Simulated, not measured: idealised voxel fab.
Process module heading - voxel air gaps
Pictured: cross-section cut, 170 nm wide, on a grid of 5 nm square cells.
A cross-section is written here as square cells arranged in a grid, and it is given in bands from the top down, each band taking up one or more rows of cells. Heights first: top, then bottom, in nm. Then materials, left to right, each with a width in nm. "everywhere" on a single material: fills the band edge to edge. "empty": empty space. Heights are expressed relative to 0, this being the level below which the as-received wafer comprises one material exclusively. The lowest band is unbounded in the downward direction and is denoted as in "top 0, no bottom". The width entry "30..40" should be interpreted row by row: the top row of cells in the band takes the first number, the bottom row takes the second number, and the change between adjacent rows is uniform throughout. Step marked "nothing altered"? Then no cell in the cross-section changed in it. Closed empty spaces (no open way to the top) of 8 cells or more are what "Trapped cavities" lists, each as width x height at distance from the left edge, nm for all three. Whatever follows a step's settings on its line is a remark the simulator itself makes about that step. Regarding "overlay nm": on a step with a mask, it is the distance the mask lay to the right of its planned place; a negative value places it to the left.
So here's the lineup of process steps we planned:
1: RECEIVE: material Si
2: CONFORMAL_DEP: material SiO2, thk nm 15
3: CONFORMAL_DEP: material SiN, thk nm 5
4: DIRECTIONAL_DEP: material SiO2, thk nm 40
5: MASKED_ETCH: tone open, mask id LINES, width nm 25, pitch nm 50, etch materials SiO2, depth nm 40, overlay nm 0
6: CONFORMAL_DEP: material TiN, thk nm 5
7: FILL_DEP: material W, thk nm 5
8: CMP: height nm 60
9: EPI: material Ru, thk nm 10
10: SELECTIVE_ETCH: etch materials SiO2, depth nm 50
11: CONFORMAL_DEP: material SiCN, thk nm 5
Run as planned: first of two wafers:
As received (post step 1): cross-section:
  top 0, no bottom | Si everywhere
  Trapped cavities: none
State of the wafer after step 2, shown in cross-section:
  top 15, bottom 0 | SiO2 everywhere
  Rest of section, below 0: as before.
State of the wafer after step 3, shown in cross-section:
  top 20, bottom 15 | SiN everywhere
  Rest of section, below 15: as before.
State of the wafer after step 4, shown in cross-section:
  top 60, bottom 20 | SiO2 everywhere
  Rest of section, below 20: as before.
State of the wafer after step 5, shown in cross-section:
  top 60, bottom 20 | SiO2=20, empty=25, SiO2=25, empty=25, SiO2=25, empty=25, SiO2=25
  Rest of section, below 20: as before.
State of the wafer after step 6, shown in cross-section:
  top 65, bottom 60 | TiN=25, empty=15, TiN=35, empty=15, TiN=35, empty=15, TiN=30
  top 60, bottom 25 | SiO2=20, TiN=5, empty=15, TiN=5, SiO2=25, TiN=5, empty=15, TiN=5, SiO2=25, TiN=5, empty=15, TiN=5, SiO2=25
  top 25, bottom 20 | SiO2=20, TiN=25, SiO2=25, TiN=25, SiO2=25, TiN=25, SiO2=25
  Rest of section, below 20: as before.
State of the wafer after step 7, shown in cross-section:
  top 70, bottom 65 | W everywhere
  top 65, bottom 60 | TiN=25, W=15, TiN=35, W=15, TiN=35, W=15, TiN=30
  top 60, bottom 25 | SiO2=20, TiN=5, W=15, TiN=5, SiO2=25, TiN=5, W=15, TiN=5, SiO2=25, TiN=5, W=15, TiN=5, SiO2=25
  Rest of section, below 25: as before.
State of the wafer after step 8, shown in cross-section:
  top 60, bottom 25 | SiO2=20, TiN=5, W=15, TiN=5, SiO2=25, TiN=5, W=15, TiN=5, SiO2=25, TiN=5, W=15, TiN=5, SiO2=25
  Rest of section, below 25: as before.
State of the wafer after step 9, shown in cross-section:
  top 70, bottom 60 | empty=10, Ru=45, empty=5, Ru=45, empty=5, Ru=45, empty=15
  Rest of section, below 60: as before.
State of the wafer after step 10, shown in cross-section:
  top 70, bottom 60 | empty=10, Ru=45, empty=5, Ru=45, empty=5, Ru=45, empty=15
  top 60, bottom 25 | empty=20, TiN=5, W=15, TiN=5, empty=25, TiN=5, W=15, TiN=5, empty=25, TiN=5, W=15, TiN=5, empty=25
  top 25, bottom 20 | empty=20, TiN=25, empty=25, TiN=25, empty=25, TiN=25, empty=25
  Rest of section, below 20: as before.
State of the wafer after step 11, shown in cross-section:
  top 75, bottom 70 | empty=5, SiCN=155, empty=10
  top 70, bottom 60 | empty=5, SiCN=5, Ru=45, SiCN=5, Ru=45, SiCN=5, Ru=45, SiCN=5, empty=10
  top 60, bottom 55 | empty=5, SiCN=15, TiN=5, W=15, TiN=5, SiCN=25, TiN=5, W=15, TiN=5, SiCN=25, TiN=5, W=15, TiN=5, SiCN=15, empty=10
  top 55, bottom 25 | empty=15, SiCN=5, TiN=5, W=15, TiN=5, SiCN=5, empty=15, SiCN=5, TiN=5, W=15, TiN=5, SiCN=5, empty=15, SiCN=5, TiN=5, W=15, TiN=5, SiCN=5, empty=20
  top 25, bottom 20 | SiCN=20, TiN=25, SiCN=25, TiN=25, SiCN=25, TiN=25, SiCN=25
  Rest of section, below 20: as before.
  Trapped cavities: 15 x 30 at 50; 15 x 30 at 100
The Second Wafer: Common Origin and Plan, One Mistake in Execution, Identical to the First Through Step 4:
Second wafer, section view, time point: scheduled end of step 5:
  top 60, bottom 20 | empty=20, SiO2=25, empty=25, SiO2=25, empty=25, SiO2=25, empty=25
  Rest of section, below 20: as before.
Second wafer, section view, time point: scheduled end of step 6:
  top 65, bottom 60 | empty=15, TiN=35, empty=15, TiN=35, empty=15, TiN=35, empty=20
  top 60, bottom 25 | empty=15, TiN=5, SiO2=25, TiN=5, empty=15, TiN=5, SiO2=25, TiN=5, empty=15, TiN=5, SiO2=25, TiN=5, empty=20
  top 25, bottom 20 | TiN=20, SiO2=25, TiN=25, SiO2=25, TiN=25, SiO2=25, TiN=25
  Rest of section, below 20: as before.
Second wafer, section view, time point: scheduled end of step 7:
  top 70, bottom 65 | W everywhere
  top 65, bottom 60 | W=15, TiN=35, W=15, TiN=35, W=15, TiN=35, W=20
  top 60, bottom 25 | W=15, TiN=5, SiO2=25, TiN=5, W=15, TiN=5, SiO2=25, TiN=5, W=15, TiN=5, SiO2=25, TiN=5, W=20
  Rest of section, below 25: as before.
Second wafer, section view, time point: scheduled end of step 8:
  top 60, bottom 25 | W=15, TiN=5, SiO2=25, TiN=5, W=15, TiN=5, SiO2=25, TiN=5, W=15, TiN=5, SiO2=25, TiN=5, W=20
  Rest of section, below 25: as before.
Second wafer, section view, time point: scheduled end of step 9:
  top 70, bottom 60 | Ru=30, empty=5, Ru=45, empty=5, Ru=45, empty=5, Ru=35
  Rest of section, below 60: as before.
Second wafer, section view, time point: scheduled end of step 10:
  top 70, bottom 60 | Ru=30, empty=5, Ru=45, empty=5, Ru=45, empty=5, Ru=35
  top 60, bottom 25 | W=15, TiN=5, empty=25, TiN=5, W=15, TiN=5, empty=25, TiN=5, W=15, TiN=5, empty=25, TiN=5, W=20
  top 25, bottom 20 | TiN=20, empty=25, TiN=25, empty=25, TiN=25, empty=25, TiN=25
  Rest of section, below 20: as before.
Second wafer, section view, time point: scheduled end of step 11:
  top 75, bottom 70 | SiCN everywhere
  top 70, bottom 60 | Ru=30, SiCN=5, Ru=45, SiCN=5, Ru=45, SiCN=5, Ru=35
  top 60, bottom 55 | W=15, TiN=5, SiCN=25, TiN=5, W=15, TiN=5, SiCN=25, TiN=5, W=15, TiN=5, SiCN=25, TiN=5, W=20
  top 55, bottom 25 | W=15, TiN=5, SiCN=5, empty=15, SiCN=5, TiN=5, W=15, TiN=5, SiCN=5, empty=15, SiCN=5, TiN=5, W=15, TiN=5, SiCN=5, empty=15, SiCN=5, TiN=5, W=20
  top 25, bottom 20 | TiN=20, SiCN=25, TiN=25, SiCN=25, TiN=25, SiCN=25, TiN=25
  Rest of section, below 20: as before.
  Trapped cavities: 15 x 30 at 25; 15 x 30 at 75; 15 x 30 at 125
What was the processing mistake? in deviation from the planned setting, step 5 was conducted as MASKED_ETCH: tone cover, mask id LINES, width nm 25, pitch nm 50, etch materials SiO2, depth nm 40, overlay nm 0
Wafer comparison, final, in cells, second relative to first, materials more or fewer: Ru +8; SiCN -4; TiN +4; W +28
End state: 2 closed voids on the first wafer, 3 on the second.
